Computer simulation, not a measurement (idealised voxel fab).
Process module under the name voxel wiring stack
The cross-section shown here is cut; it is 285 nm wide and divided into square cells measuring 5 nm on a side.
Cross-section format: a grid of square cells, given as bands from top to bottom; each band is one or more rows of cells.
For a band, the entry starts with two heights in nm, that of the top and then that of the bottom, and carries on with the band's materials in order from left to right, each alongside its width in nm; the word "throughout" beside a single material means it fills the band edge to edge, and "air" means empty space.
Basically, 0 is our baseline, since under it the wafer straight out of the box is all one material. The bottom band has no lower end and keeps on going down, so it looks like "0 down".
You'd read "30->40" like this: the band's top row of cells is as wide as the first number, its bottom row is as wide as the second, and going down, every row changes width by the same amount as the row before did.
"remained the same" means the step left every cell of the cross-section as it was.
"Enclosed internal voids" specifies each empty space that is not open to the top and that occupies no fewer than 8 cells, using the form width x height at distance, the distance measured from the left edge and all three quantities in nm.
Formally, on a step line, whatever follows the settings is a remark that the simulator itself makes on the step.
"overlay nm" denotes, for a step that has a mask, the displacement of the mask to the right of its planned place, with negative values corresponding to the left.
What follows is a series of pairs. Each pair shows a cross-section before one process step and the cross-section after it, and the after view is drawn only down to the lowest band that changed. Beneath each pair is the step that lies between the two, with its settings. Pairs may come from different runs of this module on the same starting wafer, so a pair continues from the one above it only where its entry headed "Status before step" says so.
# Status before step
    0 down: Si throughout
    Enclosed internal voids: none
# Post-Process Section
    15 to 0: SiO2 throughout
    Unchanged below 0.
    Enclosed internal voids: none
Between before and after above, the operation and settings are CONFORMAL_DEP [material SiO2] [thk nm 15]
Status before step: check the pair just above; its after cross-section is our before state.
# Post-Process Section
    20 to 15: TiN throughout
    Unchanged below 15.
    Enclosed internal voids: none
Between before and after above, the operation and settings are DIRECTIONAL_DEP [material TiN] [thk nm 5]
Status before step: check the pair just above; its after cross-section is our before state.
# Post-Process Section
    35 to 20: Ru throughout
    Unchanged below 20.
    Enclosed internal voids: none
Between before and after above, the operation and settings are DIRECTIONAL_DEP [material Ru] [thk nm 15]
Status before step: check the pair just above; its after cross-section is our before state.
# Post-Process Section
    50 to 35: air 105, resist 30, air 15, resist 30, air 105
    Unchanged below 35.
    Enclosed internal voids: none
Between before and after above, the operation and settings are PATTERN [tone cover] [mask id METAL_1] [material resist] [width nm 30] [pitch nm 45] [thk nm 15] [overlay nm 0]
Status before step: check the pair just above; its after cross-section is our before state.
# Post-Process Section
    50 to 35: air 105, resist 30, air 15, resist 30, air 105
    35 to 20: air 105, Ru 30, air 15, Ru 30, air 105
    Unchanged below 20.
    Enclosed internal voids: none
Between before and after above, the operation and settings are DIRECTIONAL_ETCH [etch materials Ru] [depth nm 15]
Status before step: check the pair just above; its after cross-section is our before state.
# Post-Process Section
    50 to 35: air 105, resist 30, air 15, resist 30, air 105
    35 to 20: air 105, Ru 30, air 15, Ru 30, air 105
    20 to 15: air 105, TiN 30, air 15, TiN 30, air 105
    Unchanged below 15.
    Enclosed internal voids: none
Between before and after above, the operation and settings are DIRECTIONAL_ETCH [etch materials TiN] [depth nm 5]
Status before step: check the pair just above; its after cross-section is our before state.
# Post-Process Section
    35 to 20: air 105, Ru 30, air 15, Ru 30, air 105
    Unchanged below 20.
    Enclosed internal voids: none
Between before and after above, the operation and settings are STRIP [etch materials resist]
Status before step: check the pair just above; its after cross-section is our before state.
# Post-Process Section
    40 to 35: air 100, SiCN 40, air 5, SiCN 40, air 100
    35 to 20: air 100, SiCN 5, Ru 30, SiCN 5, air 5, SiCN 5, Ru 30, SiCN 5, air 100
    20 to 15: SiCN 105, TiN 30, SiCN 15, TiN 30, SiCN 105
    Unchanged below 15.
    Enclosed internal voids: none
Between before and after above, the operation and settings are CONFORMAL_DEP [material SiCN] [thk nm 5]
Status before step: check the pair just above; its after cross-section is our before state.
# Post-Process Section
    50 to 40: SiO2 throughout
    40 to 35: SiO2 100, SiCN 40, SiO2 5, SiCN 40, SiO2 100
    35 to 20: SiO2 100, SiCN 5, Ru 30, SiCN 5, SiO2 5, SiCN 5, Ru 30, SiCN 5, SiO2 100
    Unchanged below 20.
    Enclosed internal voids: none
Between before and after above, the operation and settings are FILL_DEP [material SiO2] [thk nm 10]
Status before step: check the pair just above; its after cross-section is our before state.
# Post-Process Section
    35 to 20: SiO2 100, SiCN 5, Ru 30, SiCN 5, SiO2 5, SiCN 5, Ru 30, SiCN 5, SiO2 100
    Unchanged below 20.
    Enclosed internal voids: none
Between before and after above, the operation and settings are CMP [height nm 35]
Status before step: check the pair just above; its after cross-section is our before state.
# Post-Process Section
    40 to 35: SiCN throughout
    Unchanged below 35.
    Enclosed internal voids: none
Between before and after above, the operation and settings are CONFORMAL_DEP [material SiCN] [thk nm 5]
Status before step: check the pair just above; its after cross-section is our before state.
# Post-Process Section
    60 to 40: lowk throughout
    Unchanged below 40.
    Enclosed internal voids: none
Between before and after above, the operation and settings are DIRECTIONAL_DEP [material lowk] [thk nm 20]
Status before step: check the pair just above; its after cross-section is our before state.
# Post-Process Section
    70 to 60: aC throughout
    Unchanged below 60.
    Enclosed internal voids: none
Between before and after above, the operation and settings are DIRECTIONAL_DEP [material aC] [thk nm 10]
Status before step: check the pair just above; its after cross-section is our before state.
# Post-Process Section
    95 to 70: resist 105, air 15, resist 165
    Unchanged below 70.
    Enclosed internal voids: none
Between before and after above, the operation and settings are PATTERN [tone open] [mask id PLUG_1] [material resist] [width nm 15] [thk nm 25] [overlay nm 0]
Status before step: check the pair just above; its after cross-section is our before state.
# Post-Process Section
    85 to 70: resist 105, air 15, resist 165
    70 to 60: aC 105, air 15, aC 165
    Unchanged below 60.
    Enclosed internal voids: none
Between before and after above, the operation and settings are DIRECTIONAL_ETCH [etch materials aC] [depth nm 10]
Status before step: check the pair just above; its after cross-section is our before state.
# Post-Process Section
    70 to 60: aC 105, air 15, aC 165
    Unchanged below 60.
    Enclosed internal voids: none
Between before and after above, the operation and settings are STRIP [etch materials resist]
Status before step: check the pair just above; its after cross-section is our before state.
# Post-Process Section
    70 to 60: aC 105, air 15, aC 165
    60 to 40: lowk 105, air 15, lowk 165
    Unchanged below 40.
    Enclosed internal voids: none
Between before and after above, the operation and settings are DIRECTIONAL_ETCH [etch materials lowk] [depth nm 20]
Status before step: check the pair just above; its after cross-section is our before state.
# Post-Process Section
    70 to 60: aC 105, air 15, aC 165
    60 to 40: lowk 105, air 15, lowk 165
    40 to 35: SiCN 105, air 15, SiCN 165
    Unchanged below 35.
    Enclosed internal voids: none
Between before and after above, the operation and settings are DIRECTIONAL_ETCH [etch materials SiCN] [depth nm 5]
Status before step: check the pair just above; its after cross-section is our before state.
# Post-Process Section
    60 to 40: lowk 105, air 15, lowk 165
    Unchanged below 40.
    Enclosed internal voids: none
Between before and after above, the operation and settings are STRIP [etch materials aC]
Status before step: check the pair just above; its after cross-section is our before state.
# Post-Process Section
    65 to 60: TiN 110, air 5, TiN 170
    60 to 40: lowk 105, TiN 5, air 5, TiN 5, lowk 165
    40 to 35: SiCN 105, TiN 15, SiCN 165
    Unchanged below 35.
    Enclosed internal voids: none
Between before and after above, the operation and settings are CONFORMAL_DEP [material TiN] [thk nm 5]
Status before step: check the pair just above; its after cross-section is our before state.
# Post-Process Section
    75 to 65: W throughout
    65 to 60: TiN 110, W 5, TiN 170
    60 to 40: lowk 105, TiN 5, W 5, TiN 5, lowk 165
    Unchanged below 40.
    Enclosed internal voids: none
Between before and after above, the operation and settings are FILL_DEP [material W] [thk nm 10]
Status before step: check the pair just above; its after cross-section is our before state.
# Post-Process Section
    60 to 40: lowk 105, TiN 5, W 5, TiN 5, lowk 165
    Unchanged below 40.
    Enclosed internal voids: none
Between before and after above, the operation and settings are CMP [height nm 60]
Status before step: check the pair just above; its after cross-section is our before state.
# Post-Process Section
    65 to 60: SiCN throughout
    Unchanged below 60.
    Enclosed internal voids: none
Between before and after above, the operation and settings are CONFORMAL_DEP [material SiCN] [thk nm 5]
Status before step: check the pair just above; its after cross-section is our before state.
# Post-Process Section
    80 to 65: SiO2 throughout
    Unchanged below 65.
    Enclosed internal voids: none
Between before and after above, the operation and settings are DIRECTIONAL_DEP [material SiO2] [thk nm 15]
Status before step: check the pair just above; its after cross-section is our before state.
# Post-Process Section
    80 to 65: SiO2 105, air 30, SiO2 15, air 30, SiO2 105
    Unchanged below 65.
    Enclosed internal voids: none
Between before and after above, the operation and settings are MASKED_ETCH [tone open] [mask id METAL_2] [width nm 30] [pitch nm 45] [etch materials SiO2] [depth nm 15] [overlay nm 0]
Status before step: check the pair just above; its after cross-section is our before state.
# Post-Process Section
    80 to 65: SiO2 105, air 30, SiO2 15, air 30, SiO2 105
    65 to 60: SiCN 105, air 30, SiCN 15, air 30, SiCN 105
    Unchanged below 60.
    Enclosed internal voids: none
Between before and after above, the operation and settings are MASKED_ETCH [tone open] [mask id METAL_2] [width nm 30] [pitch nm 45] [etch materials SiCN] [depth nm 5] [overlay nm 0]
Status before step: check the pair just above; its after cross-section is our before state.
# Post-Process Section
    85 to 80: TiN 110, air 20, TiN 25, air 20, TiN 110
    80 to 65: SiO2 105, TiN 5, air 20, TiN 5, SiO2 15, TiN 5, air 20, TiN 5, SiO2 105
    65 to 60: SiCN 105, TiN 30, SiCN 15, TiN 30, SiCN 105
    Unchanged below 60.
    Enclosed internal voids: none
Between before and after above, the operation and settings are CONFORMAL_DEP [material TiN] [thk nm 5]
Status before step: check the pair just above; its after cross-section is our before state.
# Post-Process Section
    95 to 85: Cu throughout
    85 to 80: TiN 110, Cu 20, TiN 25, Cu 20, TiN 110
    80 to 65: SiO2 105, TiN 5, Cu 20, TiN 5, SiO2 15, TiN 5, Cu 20, TiN 5, SiO2 105
    Unchanged below 65.
    Enclosed internal voids: none
Between before and after above, the operation and settings are FILL_DEP [material Cu] [thk nm 10]
Status before step: check the pair just above; its after cross-section is our before state.
# Post-Process Section
    80 to 65: SiO2 105, TiN 5, Cu 20, TiN 5, SiO2 15, TiN 5, Cu 20, TiN 5, SiO2 105
    Unchanged below 65.
    Enclosed internal voids: none
Between before and after above, the operation and settings are CMP [height nm 80]
Status before step: check the pair just above; its after cross-section is our before state.
# Post-Process Section
    85 to 80: SiCN throughout
    Unchanged below 80.
    Enclosed internal voids: none
Between before and after above, the operation and settings are CONFORMAL_DEP [material SiCN] [thk nm 5]
Status before step: check the pair just above; its after cross-section is our before state.
# Post-Process Section
    95 to 85: lowk throughout
    Unchanged below 85.
    Enclosed internal voids: none
Between before and after above, the operation and settings are DIRECTIONAL_DEP [material lowk] [thk nm 10]
Status before step: check the pair just above; its after cross-section is our before state.
# Post-Process Section
    95 to 85: lowk 105, air 15, lowk 165
    Unchanged below 85.
    Enclosed internal voids: none
Between before and after above, the operation and settings are MASKED_ETCH [tone open] [mask id PLUG_2] [width nm 15] [etch materials lowk] [depth nm 10] [overlay nm 0]
Status before step: check the pair just above; its after cross-section is our before state.
# Post-Process Section
    95 to 85: lowk 105, air 15, lowk 165
    85 to 80: SiCN 105, air 15, SiCN 165
    Unchanged below 80.
    Enclosed internal voids: none
Between before and after above, the operation and settings are MASKED_ETCH [tone open] [mask id PLUG_2] [width nm 15] [etch materials SiCN] [depth nm 5] [overlay nm 0]
Status before step: check the pair just above; its after cross-section is our before state.
# Post-Process Section
    95 to 90: lowk 105, air 15, lowk 165
    90 to 85: lowk 105, Ru 15, lowk 165
    85 to 80: SiCN 105, Ru 15, SiCN 165
    Unchanged below 80.
    Enclosed internal voids: none
Between before and after above, the operation and settings are EPI [material Ru] [thk nm 10]
Status before step: check the pair just above; its after cross-section is our before state.
# Post-Process Section
    95 to 85: lowk 105, Ru 15, lowk 165
    Unchanged below 85.
    Enclosed internal voids: none
Between before and after above, the operation and settings are EPI [material Ru] [thk nm 5]
Status before step: check the pair just above; its after cross-section is our before state.
# Post-Process Section
    100 to 95: SiN throughout
    Unchanged below 95.
    Enclosed internal voids: none
Between before and after above, the operation and settings are CONFORMAL_DEP [material SiN] [thk nm 5]
Status before step: check the pair just above; its after cross-section is our before state.
# Post-Process Section
    115 to 100: SiO2 throughout
    Unchanged below 100.
    Enclosed internal voids: none
Between before and after above, the operation and settings are DIRECTIONAL_DEP [material SiO2] [thk nm 15]
Status before step: check the pair just above; its after cross-section is our before state.
# Post-Process Section
    130 to 115: aC throughout
    Unchanged below 115.
    Enclosed internal voids: none
Between before and after above, the operation and settings are DIRECTIONAL_DEP [material aC] [thk nm 15]
Status before step: check the pair just above; its after cross-section is our before state.
# Post-Process Section
    165 to 130: resist 105, air 30, resist 15, air 30, resist 105
    Unchanged below 130.
    Enclosed internal voids: none
Between before and after above, the operation and settings are PATTERN [tone open] [mask id METAL_3] [material resist] [width nm 30] [pitch nm 45] [thk nm 35] [overlay nm 0]
Status before step: check the pair just above; its after cross-section is our before state.
# Post-Process Section
    150 to 130: resist 105, air 30, resist 15, air 30, resist 105
    130 to 115: aC 105, air 30, aC 15, air 30, aC 105
    Unchanged below 115.
    Enclosed internal voids: none
Between before and after above, the operation and settings are DIRECTIONAL_ETCH [etch materials aC] [depth nm 15]
Status before step: check the pair just above; its after cross-section is our before state.
# Post-Process Section
    130 to 115: aC 105, air 30, aC 15, air 30, aC 105
    Unchanged below 115.
    Enclosed internal voids: none
Between before and after above, the operation and settings are STRIP [etch materials resist]
Status before step: check the pair just above; its after cross-section is our before state.
# Post-Process Section
    130 to 115: aC 105, air 30, aC 15, air 30, aC 105
    115 to 100: SiO2 105, air 30, SiO2 15, air 30, SiO2 105
    Unchanged below 100.
    Enclosed internal voids: none
Between before and after above, the operation and settings are DIRECTIONAL_ETCH [etch materials SiO2] [depth nm 15]
Status before step: check the pair just above; its after cross-section is our before state.
# Post-Process Section
    130 to 115: aC 105, air 30, aC 15, air 30, aC 105
    115 to 100: SiO2 105, air 30, SiO2 15, air 30, SiO2 105
    100 to 95: SiN 105, air 30, SiN 15, air 30, SiN 105
    Unchanged below 95.
    Enclosed internal voids: none
Between before and after above, the operation and settings are DIRECTIONAL_ETCH [etch materials SiN] [depth nm 5]
Status before step: check the pair just above; its after cross-section is our before state.
# Post-Process Section
    115 to 100: SiO2 105, air 30, SiO2 15, air 30, SiO2 105
    Unchanged below 100.
    Enclosed internal voids: none
Between before and after above, the operation and settings are STRIP [etch materials aC]
Status before step: check the pair just above; its after cross-section is our before state.
# Post-Process Section
    120 to 115: TiN 110, air 20, TiN 25, air 20, TiN 110
    115 to 100: SiO2 105, TiN 5, air 20, TiN 5, SiO2 15, TiN 5, air 20, TiN 5, SiO2 105
    100 to 95: SiN 105, TiN 30, SiN 15, TiN 30, SiN 105
    Unchanged below 95.
    Enclosed internal voids: none
Between before and after above, the operation and settings are CONFORMAL_DEP [material TiN] [thk nm 5]
Status before step: check the pair just above; its after cross-section is our before state.
# Post-Process Section
    130 to 120: Ru throughout
    120 to 115: TiN 110, Ru 20, TiN 25, Ru 20, TiN 110
    115 to 100: SiO2 105, TiN 5, Ru 20, TiN 5, SiO2 15, TiN 5, Ru 20, TiN 5, SiO2 105
    Unchanged below 100.
    Enclosed internal voids: none
Between before and after above, the operation and settings are FILL_DEP [material Ru] [thk nm 10]
Status before step: check the pair just above; its after cross-section is our before state.
# Post-Process Section
    115 to 100: SiO2 105, TiN 5, Ru 20, TiN 5, SiO2 15, TiN 5, Ru 20, TiN 5, SiO2 105
    Unchanged below 100.
    Enclosed internal voids: none
Between before and after above, the operation and settings are CMP [height nm 115]
Status before step: check the pair just above; its after cross-section is our before state.
# Post-Process Section
    120 to 115: SiCN throughout
    Unchanged below 115.
    Enclosed internal voids: none
Between before and after above, the operation and settings are CONFORMAL_DEP [material SiCN] [thk nm 5]
Status before step: check the pair just above; its after cross-section is our before state.
# Post-Process Section
    150 to 120: lowk throughout
    Unchanged below 120.
    Enclosed internal voids: none
Between before and after above, the operation and settings are DIRECTIONAL_DEP [material lowk] [thk nm 30]
Status before step: check the pair just above; its after cross-section is our before state.
# Post-Process Section
    170 to 150: resist 105, air 15, resist 165
    Unchanged below 150.
    Enclosed internal voids: none
Between before and after above, the operation and settings are PATTERN [tone open] [mask id METAL_4_HOLES] [material resist] [width nm 15] [thk nm 20] [overlay nm 0]
Status before step: check the pair just above; its after cross-section is our before state.
# Post-Process Section
    170 to 150: resist 105, air 15, resist 165
    150 to 120: lowk 105, air 15, lowk 165
    Unchanged below 120.
    Enclosed internal voids: none
Between before and after above, the operation and settings are DIRECTIONAL_ETCH [etch materials lowk] [depth nm 30]
Status before step: check the pair just above; its after cross-section is our before state.
# Post-Process Section
    150 to 120: lowk 105, air 15, lowk 165
    Unchanged below 120.
    Enclosed internal voids: none
Between before and after above, the operation and settings are STRIP [etch materials resist]
Status before step: check the pair just above; its after cross-section is our before state.
# Post-Process Section
    165 to 150: resist 105, air 30, resist 15, air 30, resist 105
    Unchanged below 150.
    Enclosed internal voids: none
Between before and after above, the operation and settings are PATTERN [tone open] [mask id METAL_4] [material resist] [width nm 30] [pitch nm 45] [thk nm 15] [overlay nm 0]
Status before step: check the pair just above; its after cross-section is our before state.
# Post-Process Section
    165 to 150: resist 105, air 30, resist 15, air 30, resist 105
    150 to 130: lowk 105, air 30, lowk 15, air 30, lowk 105
    Unchanged below 130.
    Enclosed internal voids: none
Between before and after above, the operation and settings are DIRECTIONAL_ETCH [etch materials lowk] [depth nm 20]
Status before step: check the pair just above; its after cross-section is our before state.
# Post-Process Section
    165 to 150: resist 105, air 30, resist 15, air 30, resist 105
    150 to 130: lowk 105, air 30, lowk 15, air 30, lowk 105
    130 to 120: lowk 105, air 15, lowk 165
    120 to 115: SiCN 105, air 15, SiCN 165
    Unchanged below 115.
    Enclosed internal voids: none
Between before and after above, the operation and settings are DIRECTIONAL_ETCH [etch materials SiCN] [depth nm 5]
Status before step: check the pair just above; its after cross-section is our before state.
# Post-Process Section
    150 to 130: lowk 105, air 30, lowk 15, air 30, lowk 105
    Unchanged below 130.
    Enclosed internal voids: none
Between before and after above, the operation and settings are STRIP [etch materials resist]
Status before step: check the pair just above; its after cross-section is our before state.
# Post-Process Section
    155 to 150: TiN 110, air 20, TiN 25, air 20, TiN 110
    150 to 135: lowk 105, TiN 5, air 20, TiN 5, lowk 15, TiN 5, air 20, TiN 5, lowk 105
    135 to 130: lowk 105, TiN 5, air 5, TiN 20, lowk 15, TiN 30, lowk 105
    130 to 120: lowk 105, TiN 5, air 5, TiN 5, lowk 165
    120 to 115: SiCN 105, TiN 15, SiCN 165
    Unchanged below 115.
    Enclosed internal voids: none
Between before and after above, the operation and settings are CONFORMAL_DEP [material TiN] [thk nm 5]
Status before step: check the pair just above; its after cross-section is our before state.
# Post-Process Section
    160 to 155: Cu throughout
    155 to 150: TiN 110, Cu 20, TiN 25, Cu 20, TiN 110
    150 to 135: lowk 105, TiN 5, Cu 20, TiN 5, lowk 15, TiN 5, Cu 20, TiN 5, lowk 105
    135 to 130: lowk 105, TiN 5, Cu 5, TiN 20, lowk 15, TiN 30, lowk 105
    130 to 120: lowk 105, TiN 5, Cu 5, TiN 5, lowk 165
    Unchanged below 120.
    Enclosed internal voids: none
Between before and after above, the operation and settings are FILL_DEP [material Cu] [thk nm 5]
Status before step: check the pair just above; its after cross-section is our before state.
# Post-Process Section
    150 to 135: lowk 105, TiN 5, Cu 20, TiN 5, lowk 15, TiN 5, Cu 20, TiN 5, lowk 105
    Unchanged below 135.
    Enclosed internal voids: none
Between before and after above, the operation and settings are CMP [height nm 150]
Status before step: check the pair just above; its after cross-section is our before state.
# Post-Process Section
    155 to 150: SiN throughout
    Unchanged below 150.
    Enclosed internal voids: none
Between before and after above, the operation and settings are CONFORMAL_DEP [material SiN] [thk nm 5]
# Status before step
    85 to 80: SiCN throughout
    80 to 65: SiO2 105, TiN 5, Cu 20, TiN 5, SiO2 15, TiN 5, Cu 20, TiN 5, SiO2 105
    65 to 60: SiCN 105, TiN 30, SiCN 15, TiN 30, SiCN 105
    60 to 40: lowk 105, TiN 5, W 5, TiN 5, lowk 165
    40 to 35: SiCN 105, TiN 15, SiCN 165
    35 to 20: SiO2 100, SiCN 5, Ru 30, SiCN 5, SiO2 5, SiCN 5, Ru 30, SiCN 5, SiO2 100
    20 to 15: SiCN 105, TiN 30, SiCN 15, TiN 30, SiCN 105
    15 to 0: SiO2 throughout
    0 down: Si throughout
    Enclosed internal voids: none
# Post-Process Section
    85 to 80: SiCN 105, air 15, SiCN 165
    Unchanged below 80.
    Enclosed internal voids: none
Between before and after above, the operation and settings are MASKED_ETCH [tone open] [mask id PLUG_2] [width nm 15] [etch materials SiCN] [depth nm 5] [overlay nm 0]
Status before step: check the pair just above; its after cross-section is our before state.
# Post-Process Section
    90 to 85: air 100, Ru 25, air 160
    85 to 80: SiCN 105, Ru 15, SiCN 165
    Unchanged below 80.
    Enclosed internal voids: none
Between before and after above, the operation and settings are EPI [material Ru] [thk nm 10]
Status before step: check the pair just above; its after cross-section is our before state.
# Post-Process Section
    95 to 85: air 95, Ru 35, air 155
    Unchanged below 85.
    Enclosed internal voids: none
Between before and after above, the operation and settings are EPI [material Ru] [thk nm 5]
Status before step: check the pair just above; its after cross-section is our before state.
# Post-Process Section
    100 to 95: air 90, SiN 45, air 150
    95 to 90: air 90, SiN 5, Ru 35, SiN 5, air 150
    90 to 85: SiN 95, Ru 35, SiN 155
    Unchanged below 85.
    Enclosed internal voids: none
Between before and after above, the operation and settings are CONFORMAL_DEP [material SiN] [thk nm 5]
Status before step: check the pair just above; its after cross-section is our before state.
# Post-Process Section
    115 to 105: air 90, SiO2 45, air 150
    105 to 100: SiO2 throughout
    100 to 95: SiO2 90, SiN 45, SiO2 150
    95 to 90: SiO2 90, SiN 5, Ru 35, SiN 5, SiO2 150
    Unchanged below 90.
    Enclosed internal voids: none
Between before and after above, the operation and settings are DIRECTIONAL_DEP [material SiO2] [thk nm 15]
Status before step: check the pair just above; its after cross-section is our before state.
# Post-Process Section
    130 to 120: air 90, aC 45, air 150
    120 to 115: aC throughout
    115 to 105: aC 90, SiO2 45, aC 150
    Unchanged below 105.
    Enclosed internal voids: none
Between before and after above, the operation and settings are DIRECTIONAL_DEP [material aC] [thk nm 15]
Status before step: check the pair just above; its after cross-section is our before state.
# Post-Process Section
    165 to 130: resist 105, air 30, resist 15, air 30, resist 105
    130 to 120: resist 90, aC 45, resist 15, air 30, resist 105
    Unchanged below 120.
    Enclosed internal voids: none
Between before and after above, the operation and settings are PATTERN [tone open] [mask id METAL_3] [material resist] [width nm 30] [pitch nm 45] [thk nm 35] [overlay nm 0]
Status before step: check the pair just above; its after cross-section is our before state.
# Post-Process Section
    150 to 130: resist 105, air 30, resist 15, air 30, resist 105
    130 to 120: resist 90, aC 15, air 30, resist 15, air 30, resist 105
    120 to 115: aC 105, air 30, aC 15, air 30, aC 105
    115 to 105: aC 90, SiO2 45, aC 15, air 30, aC 105
    Unchanged below 105.
    Enclosed internal voids: none
Between before and after above, the operation and settings are DIRECTIONAL_ETCH [etch materials aC] [depth nm 15]
Status before step: check the pair just above; its after cross-section is our before state.
# Post-Process Section
    130 to 120: air 90, aC 15, air 180
    Unchanged below 120.
    Enclosed internal voids: none
Between before and after above, the operation and settings are STRIP [etch materials resist]
Status before step: check the pair just above; its after cross-section is our before state.
# Post-Process Section
    130 to 120: air 90, aC 15, air 180
    120 to 115: aC 105, air 30, aC 15, air 30, aC 105
    115 to 105: aC 90, SiO2 15, air 30, aC 15, air 30, aC 105
    105 to 100: SiO2 105, air 30, SiO2 15, air 30, SiO2 105
    100 to 95: SiO2 90, SiN 45, SiO2 15, air 30, SiO2 105
    95 to 90: SiO2 90, SiN 5, Ru 35, SiN 5, SiO2 15, air 30, SiO2 105
    Unchanged below 90.
    Enclosed internal voids: none
Between before and after above, the operation and settings are DIRECTIONAL_ETCH [etch materials SiO2] [depth nm 15]
Status before step: check the pair just above; its after cross-section is our before state.
# Post-Process Section
    130 to 120: air 90, aC 15, air 180
    120 to 115: aC 105, air 30, aC 15, air 30, aC 105
    115 to 105: aC 90, SiO2 15, air 30, aC 15, air 30, aC 105
    105 to 100: SiO2 105, air 30, SiO2 15, air 30, SiO2 105
    100 to 95: SiO2 90, SiN 15, air 30, SiO2 15, air 30, SiO2 105
    95 to 90: SiO2 90, SiN 5, Ru 35, SiN 5, SiO2 15, air 30, SiO2 105
    90 to 85: SiN 95, Ru 35, SiN 20, air 30, SiN 105
    Unchanged below 85.
    Enclosed internal voids: none
Between before and after above, the operation and settings are DIRECTIONAL_ETCH [etch materials SiN] [depth nm 5]
Status before step: check the pair just above; its after cross-section is our before state.
# Post-Process Section
    115 to 105: air 90, SiO2 15, air 180
    Unchanged below 105.
    Enclosed internal voids: none
Between before and after above, the operation and settings are STRIP [etch materials aC]
Status before step: check the pair just above; its after cross-section is our before state.
# Post-Process Section
    120 to 115: air 85, TiN 25, air 175
    115 to 110: air 85, TiN 5, SiO2 15, TiN 5, air 175
    110 to 105: TiN 90, SiO2 15, TiN 5, air 20, TiN 25, air 20, TiN 110
    105 to 100: SiO2 105, TiN 5, air 20, TiN 5, SiO2 15, TiN 5, air 20, TiN 5, SiO2 105
    100 to 95: SiO2 90, SiN 15, TiN 30, SiO2 15, TiN 5, air 20, TiN 5, SiO2 105
    95 to 90: SiO2 90, SiN 5, Ru 35, SiN 5, SiO2 15, TiN 5, air 20, TiN 5, SiO2 105
    90 to 85: SiN 95, Ru 35, SiN 20, TiN 30, SiN 105
    Unchanged below 85.
    Enclosed internal voids: none
Between before and after above, the operation and settings are CONFORMAL_DEP [material TiN] [thk nm 5]
Status before step: check the pair just above; its after cross-section is our before state.
# Post-Process Section
    130 to 120: Ru throughout
    120 to 115: Ru 85, TiN 25, Ru 175
    115 to 110: Ru 85, TiN 5, SiO2 15, TiN 5, Ru 175
    110 to 105: TiN 90, SiO2 15, TiN 5, Ru 20, TiN 25, Ru 20, TiN 110
    105 to 100: SiO2 105, TiN 5, Ru 20, TiN 5, SiO2 15, TiN 5, Ru 20, TiN 5, SiO2 105
    100 to 95: SiO2 90, SiN 15, TiN 30, SiO2 15, TiN 5, Ru 20, TiN 5, SiO2 105
    95 to 90: SiO2 90, SiN 5, Ru 35, SiN 5, SiO2 15, TiN 5, Ru 20, TiN 5, SiO2 105
    Unchanged below 90.
    Enclosed internal voids: none
Between before and after above, the operation and settings are FILL_DEP [material Ru] [thk nm 10]
Status before step: check the pair just above; its after cross-section is our before state.
# Post-Process Section
    115 to 110: Ru 85, TiN 5, SiO2 15, TiN 5, Ru 175
    Unchanged below 110.
    Enclosed internal voids: none
Between before and after above, the operation and settings are CMP [height nm 115]
Status before step: check the pair just above; its after cross-section is our before state.
# Post-Process Section
    120 to 115: SiCN throughout
    Unchanged below 115.
    Enclosed internal voids: none
Between before and after above, the operation and settings are CONFORMAL_DEP [material SiCN] [thk nm 5]
Status before step: check the pair just above; its after cross-section is our before state.
# Post-Process Section
    150 to 120: lowk throughout
    Unchanged below 120.
    Enclosed internal voids: none
Between before and after above, the operation and settings are DIRECTIONAL_DEP [material lowk] [thk nm 30]
Status before step: check the pair just above; its after cross-section is our before state.
# Post-Process Section
    170 to 150: resist 105, air 15, resist 165
    Unchanged below 150.
    Enclosed internal voids: none
Between before and after above, the operation and settings are PATTERN [tone open] [mask id METAL_4_HOLES] [material resist] [width nm 15] [thk nm 20] [overlay nm 0]
Status before step: check the pair just above; its after cross-section is our before state.
# Post-Process Section
    170 to 150: resist 105, air 15, resist 165
    150 to 120: lowk 105, air 15, lowk 165
    Unchanged below 120.
    Enclosed internal voids: none
Between before and after above, the operation and settings are DIRECTIONAL_ETCH [etch materials lowk] [depth nm 30]
Status before step: check the pair just above; its after cross-section is our before state.
# Post-Process Section
    150 to 120: lowk 105, air 15, lowk 165
    Unchanged below 120.
    Enclosed internal voids: none
Between before and after above, the operation and settings are STRIP [etch materials resist]
Status before step: check the pair just above; its after cross-section is our before state.
# Post-Process Section
    165 to 150: resist 105, air 30, resist 15, air 30, resist 105
    Unchanged below 150.
    Enclosed internal voids: none
Between before and after above, the operation and settings are PATTERN [tone open] [mask id METAL_4] [material resist] [width nm 30] [pitch nm 45] [thk nm 15] [overlay nm 0]
Status before step: check the pair just above; its after cross-section is our before state.
# Post-Process Section
    165 to 150: resist 105, air 30, resist 15, air 30, resist 105
    150 to 130: lowk 105, air 30, lowk 15, air 30, lowk 105
    Unchanged below 130.
    Enclosed internal voids: none
Between before and after above, the operation and settings are DIRECTIONAL_ETCH [etch materials lowk] [depth nm 20]
Status before step: check the pair just above; its after cross-section is our before state.
# Post-Process Section
    165 to 150: resist 105, air 30, resist 15, air 30, resist 105
    150 to 130: lowk 105, air 30, lowk 15, air 30, lowk 105
    130 to 120: lowk 105, air 15, lowk 165
    120 to 115: SiCN 105, air 15, SiCN 165
    Unchanged below 115.
    Enclosed internal voids: none
Between before and after above, the operation and settings are DIRECTIONAL_ETCH [etch materials SiCN] [depth nm 5]
Status before step: check the pair just above; its after cross-section is our before state.
# Post-Process Section
    150 to 130: lowk 105, air 30, lowk 15, air 30, lowk 105
    Unchanged below 130.
    Enclosed internal voids: none
Between before and after above, the operation and settings are STRIP [etch materials resist]
Status before step: check the pair just above; its after cross-section is our before state.
# Post-Process Section
    155 to 150: TiN 110, air 20, TiN 25, air 20, TiN 110
    150 to 135: lowk 105, TiN 5, air 20, TiN 5, lowk 15, TiN 5, air 20, TiN 5, lowk 105
    135 to 130: lowk 105, TiN 5, air 5, TiN 20, lowk 15, TiN 30, lowk 105
    130 to 120: lowk 105, TiN 5, air 5, TiN 5, lowk 165
    120 to 115: SiCN 105, TiN 15, SiCN 165
    Unchanged below 115.
    Enclosed internal voids: none
Between before and after above, the operation and settings are CONFORMAL_DEP [material TiN] [thk nm 5]
Status before step: check the pair just above; its after cross-section is our before state.
# Post-Process Section
    160 to 155: Cu throughout
    155 to 150: TiN 110, Cu 20, TiN 25, Cu 20, TiN 110
    150 to 135: lowk 105, TiN 5, Cu 20, TiN 5, lowk 15, TiN 5, Cu 20, TiN 5, lowk 105
    135 to 130: lowk 105, TiN 5, Cu 5, TiN 20, lowk 15, TiN 30, lowk 105
    130 to 120: lowk 105, TiN 5, Cu 5, TiN 5, lowk 165
    Unchanged below 120.
    Enclosed internal voids: none
Between before and after above, the operation and settings are FILL_DEP [material Cu] [thk nm 5]
